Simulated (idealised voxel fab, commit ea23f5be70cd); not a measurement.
The name of this process module is voxel fin reveal.
We display cut, a cross-section 245 nm in width whose square cells are each 5 nm.
A cross-section is a grid of square cells, given in bands from the top down. A band is one or more rows of cells.
In this notation a band is specified by the heights of its top and bottom, in that order and in nm, after which its materials appear from left to right, each paired with its width in nm. The word "all across" attached to a single material means that material fills the band from edge to edge; the word "air" stands for empty space.
The level at which height equals 0 is the one under which the wafer, as it arrives, is entirely one material. No lower edge exists for the bottom band, which continues downward and is notated as in "top 0, no bottom".
The notation "30->40" denotes a width that varies across the rows of cells in the band, beginning at the first number in the top row, finishing at the second number in the bottom row, and changing by an identical amount from each row to the next.
Basically "all unchanged" means that step didn't change any cell in the cross-section.
Listed in "Sealed internal cavities": every empty space of 8 or more cells without an open way to the top. Form: width x height at distance, the distance being from the left edge, all in nm.
If you see something after the settings on a step's line, that's the simulator's own remark about that step.
overlay nm: mask offset rightward from planned place, masked step; negative means leftward offset.

## Planned process steps
1 RECEIVE: material Si
2 CONFORMAL_DEP: material SiN, thk nm 10
3 DIRECTIONAL_DEP: material aC, thk nm 15
4 PATTERN: tone cover, mask id FINS, material resist, width nm 15, pitch nm 45, thk nm 30, overlay nm 0
5 DIRECTIONAL_ETCH: etch materials aC, depth nm 5
6 STRIP: etch materials resist
7 DIRECTIONAL_ETCH: etch materials SiN, depth nm 10
8 DIRECTIONAL_ETCH: etch materials Si, depth nm 30
9 STRIP: etch materials aC
10 FILL_DEP: material SiO2, thk nm 10
11 CMP: height nm 10
12 SELECTIVE_ETCH: etch materials SiO2, depth nm 20
13 STRIP: etch materials SiN
14 CONFORMAL_DEP: material SiO2, thk nm 5
Same starting wafers, different depth nm at step 5. Plan value belongs to the first wafer.

## As received, i.e. after step 1: cross-section through the first of several wafers
  top 0, no bottom = Si all across
  Sealed internal cavities: none

## End-of-module cross-section, first of several wafers, after last step 14
  top 5, bottom 0 = SiO2 all across
  top 0, no bottom = Si all across
  Sealed internal cavities: none

## Cross-section of the last wafer at end of module
  top 5, bottom 0 = 85 nm air, then 25 nm SiO2, then 20 nm air, then 25 nm SiO2, then 90 nm air
  top 0, bottom -5 = 85 nm air, then 5 nm SiO2, then 15 nm Si, then 5 nm SiO2, then 20 nm air, then 5 nm SiO2, then 15 nm Si, then 5 nm SiO2, then 90 nm air
  top -5, bottom -30 = 90 nm SiO2, then 15 nm Si, then 30 nm SiO2, then 15 nm Si, then 95 nm SiO2
  top -30, no bottom = Si all across
  Sealed internal cavities: none

## Below: a row per wafer. Contents at end of module: for every material, cells gained since receipt (+) or lost since receipt (-); then closed voids
depth nm 5, +49 SiO2, Sealed internal cavities: none
depth nm 10, +49 SiO2, Sealed internal cavities: none
depth nm 15, -258 Si, +229 SiO2, Sealed internal cavities: none
depth nm 20, -258 Si, +229 SiO2, Sealed internal cavities: none
depth nm 25, -258 Si, +229 SiO2, Sealed internal cavities: none
depth nm 30, -258 Si, +229 SiO2, Sealed internal cavities: none
